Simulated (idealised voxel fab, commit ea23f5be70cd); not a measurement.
Presented below is a process module, voxel transistor to metal.
Shown is cross-section cut, with a width of 180 nm and square cells of size 5 nm.
When this document writes out a cross-section, it uses a grid of square cells and lists it as bands, beginning at the top and moving down, with a band standing for one or more rows of cells. Basically the band line says how high the top is and how high the bottom is, in nm, and then what's in it from left to right, every material with its width in nm. Empty space shows up as "empty", and if a single material carries "edge to edge" it runs the full band edge to edge. Heights from 0 (as-received wafer is one material below). Bottom band endless downward, as "from 0 down". Width spec "30->40" -> top row of cells at first value, bottom row at second value, equal per-row change in between. The designation "nothing got changed", where it is given for a processing step, indicates that no cell of the cross-section was altered in the course of that step. For the entry "Entrapped void list", the listed items are empty spaces with no open way to the top whose size is 8 cells or more; each item follows the pattern width x height at distance, where distance is from the left edge and all three are in nm. On each step's line, the part that comes after the settings is the simulator's own comment on the step. overlay nm: on a step with a mask, how far right of its planned place the mask lay; negative means left.

Process steps foreseen in the plan
1 op RECEIVE | material Si
2 op CONFORMAL_DEP | material SiO2 | thk nm 5
3 op CONFORMAL_DEP | material SiN | thk nm 15
4 op MASKED_ETCH | tone cover | mask id ACTIVE | width nm 115 | etch materials SiN | depth nm 15 | overlay nm 0
5 op MASKED_ETCH | tone cover | mask id ACTIVE | width nm 115 | etch materials SiO2 | depth nm 5 | overlay nm 0
6 op MASKED_ETCH | tone cover | mask id ACTIVE | width nm 115 | etch materials Si | depth nm 25 | overlay nm 0
7 op OXIDIZE | depth nm 5
8 op FILL_DEP | material SiO2 | thk nm 10
9 op CMP | height nm 20
10 op SELECTIVE_ETCH | etch materials SiO2 | depth nm 15
11 op STRIP | etch materials SiN
12 op SELECTIVE_ETCH | etch materials SiO2 | depth nm 5
13 op OXIDIZE | depth nm 5
14 op DIRECTIONAL_DEP | material polySi | thk nm 30
15 op DIRECTIONAL_DEP | material SiCN | thk nm 15
16 op PATTERN | tone cover | mask id GATE | material resist | width nm 25 | thk nm 15 | overlay nm 0
17 op DIRECTIONAL_ETCH | etch materials SiCN | depth nm 25
18 op DIRECTIONAL_ETCH | etch materials polySi | depth nm 40
19 op STRIP | etch materials resist
20 op CONFORMAL_DEP | material SiN | thk nm 10
21 op DIRECTIONAL_ETCH | etch materials SiN | depth nm 10
22 op DIRECTIONAL_ETCH | etch materials SiO2 | depth nm 5
23 op DIRECTIONAL_ETCH | etch materials Si | depth nm 10
24 op EPI | material pSi | thk nm 15
25 op FILL_DEP | material SiO2 | thk nm 10
26 op CMP | height nm 45
27 op DIRECTIONAL_DEP | material SiO2 | thk nm 15
28 op DIRECTIONAL_DEP | material aC | thk nm 15
29 op PATTERN | tone open | mask id CONTACT | material resist | width nm 15 | pitch nm 80 | thk nm 30 | overlay nm 0
30 op DIRECTIONAL_ETCH | etch materials aC | depth nm 15
31 op STRIP | etch materials resist
32 op DIRECTIONAL_ETCH | etch materials SiO2 | depth nm 60
33 op STRIP | etch materials aC
34 op CONFORMAL_DEP | material TiN | thk nm 5
35 op FILL_DEP | material Ru | thk nm 5
36 op CMP | height nm 60
37 op CONFORMAL_DEP | material SiN | thk nm 5
38 op DIRECTIONAL_DEP | material SiO2 | thk nm 15
39 op DIRECTIONAL_DEP | material aC | thk nm 10
40 op PATTERN | tone open | mask id METAL_1 | material resist | width nm 15 | pitch nm 80 | thk nm 30 | overlay nm 0
41 op DIRECTIONAL_ETCH | etch materials aC | depth nm 10
42 op STRIP | etch materials resist
43 op DIRECTIONAL_ETCH | etch materials SiO2 | depth nm 15
44 op DIRECTIONAL_ETCH | etch materials SiN | depth nm 5
45 op STRIP | etch materials aC
46 op CONFORMAL_DEP | material TiN | thk nm 5
47 op FILL_DEP | material Ru | thk nm 5
48 op CMP | height nm 80
49 op CONFORMAL_DEP | material SiCN | thk nm 5
50 op DIRECTIONAL_DEP | material SiO2 | thk nm 30
51 op DIRECTIONAL_DEP | material aC | thk nm 10
52 op PATTERN | tone open | mask id METAL_2 | material resist | width nm 15 | pitch nm 80 | thk nm 25 | overlay nm 0
53 op DIRECTIONAL_ETCH | etch materials aC | depth nm 10
54 op STRIP | etch materials resist
55 op DIRECTIONAL_ETCH | etch materials SiO2 | depth nm 20
56 op STRIP | etch materials aC
57 op MASKED_ETCH | tone open | mask id METAL_2_HOLES | width nm 15 | pitch nm 80 | etch materials SiO2 | depth nm 10 | overlay nm 0
58 op MASKED_ETCH | tone open | mask id METAL_2_HOLES | width nm 15 | pitch nm 80 | etch materials SiCN | depth nm 5 | overlay nm 0
59 op CONFORMAL_DEP | material TiN | thk nm 5
60 op FILL_DEP | material Cu | thk nm 10
61 op CMP | height nm 115
62 op CONFORMAL_DEP | material SiN | thk nm 5

as received, after step 1
- from 0 down = Si edge to edge
- Entrapped void list: none

First wafer of two, sectioned at end of module; run went per plan
- from 120 to 115 = SiN edge to edge
- from 115 to 85 = SiO2=40, TiN=5, Cu=5, TiN=5, SiO2=65, TiN=5, Cu=5, TiN=5, SiO2=45
- from 85 to 80 = SiCN=40, TiN=15, SiCN=65, TiN=15, SiCN=45
- from 80 to 65 = SiO2=40, TiN=5, Ru=5, TiN=5, SiO2=65, TiN=5, Ru=5, TiN=5, SiO2=45
- from 65 to 60 = SiN=40, TiN=15, SiN=65, TiN=15, SiN=45
- from 60 to 45 = SiO2=40, TiN=5, Ru=5, TiN=5, SiO2=65, TiN=5, Ru=5, TiN=5, SiO2=45
- from 45 to 30 = SiO2=40, TiN=5, Ru=5, TiN=5, SiO2=10, SiN=10, SiCN=25, SiN=10, SiO2=10, TiN=5, Ru=5, TiN=5, SiO2=45
- from 30 to 15 = SiO2=40, TiN=5, Ru=5, TiN=5, SiO2=10, SiN=10, polySi=25, SiN=10, SiO2=10, TiN=5, Ru=5, TiN=5, SiO2=45
- from 15 to 10 = SiO2=40, TiN=15, SiO2=10, SiN=10, polySi=25, SiN=10, SiO2=10, TiN=15, SiO2=45
- from 10 to 0 = SiO2=40, TiN=10, pSi=15, SiN=10, polySi=25, SiN=10, pSi=15, TiN=10, SiO2=45
- from 0 to -5 = SiO2=30, pSi=35, SiO2=45, pSi=35, SiO2=35
- from -5 to -15 = SiO2=35, pSi=30, Si=45, pSi=30, SiO2=40
- from -15 to -30 = SiO2=35, Si=105, SiO2=40
- from -30 down = Si edge to edge
- Entrapped void list: none

So this is wafer number two of the two, cut at the end of the module - it started where the first did and had the same plan, we just got one thing wrong running it
- from 120 to 115 = SiN edge to edge
- from 115 to 85 = SiO2=40, TiN=5, Cu=5, TiN=5, SiO2=65, TiN=5, Cu=5, TiN=5, SiO2=45
- from 85 to 80 = SiCN=40, TiN=15, SiCN=65, TiN=15, SiCN=45
- from 80 to 65 = SiO2=40, TiN=5, Ru=5, TiN=5, SiO2=65, TiN=5, Ru=5, TiN=5, SiO2=45
- from 65 to 60 = SiN=40, TiN=15, SiN=65, TiN=15, SiN=45
- from 60 to 45 = SiO2=40, TiN=5, Ru=5, TiN=5, SiO2=65, TiN=5, Ru=5, TiN=5, SiO2=45
- from 45 to 30 = SiO2=40, TiN=5, Ru=5, TiN=5, SiO2=15, SiN=10, SiCN=20, SiN=10, SiO2=10, TiN=5, Ru=5, TiN=5, SiO2=45
- from 30 to 15 = SiO2=40, TiN=5, Ru=5, TiN=5, SiO2=15, SiN=10, polySi=20, SiN=10, SiO2=10, TiN=5, Ru=5, TiN=5, SiO2=45
- from 15 to 10 = SiO2=40, TiN=5, Ru=5, TiN=5, SiO2=15, SiN=10, polySi=20, SiN=10, SiO2=10, TiN=15, SiO2=45
- from 10 to 5 = SiO2=40, TiN=5, Ru=5, TiN=5, pSi=15, SiN=10, polySi=20, SiN=10, pSi=15, TiN=10, SiO2=45
- from 5 to 0 = SiO2=40, TiN=15, pSi=15, SiN=10, polySi=20, SiN=10, pSi=15, TiN=10, SiO2=45
- from 0 to -5 = SiO2=30, pSi=40, SiO2=40, pSi=35, SiO2=35
- from -5 to -15 = SiO2=35, pSi=35, Si=40, pSi=30, SiO2=40
- from -15 to -30 = SiO2=35, Si=105, SiO2=40
- from -30 down = Si edge to edge
- Entrapped void list: none
Short version of what went wrong: it should be noted that step 16 was executed with settings other than those planned, the operation and settings actually applied being op PATTERN | tone cover | mask id GATE | material resist | width nm 20 | thk nm 15 | overlay nm 0
Final tally in cells, some materials are higher or lower on the second wafer than on the first: Ru +2 | Si -2 | SiCN -3 | SiO2 +6 | pSi +3 | polySi -6
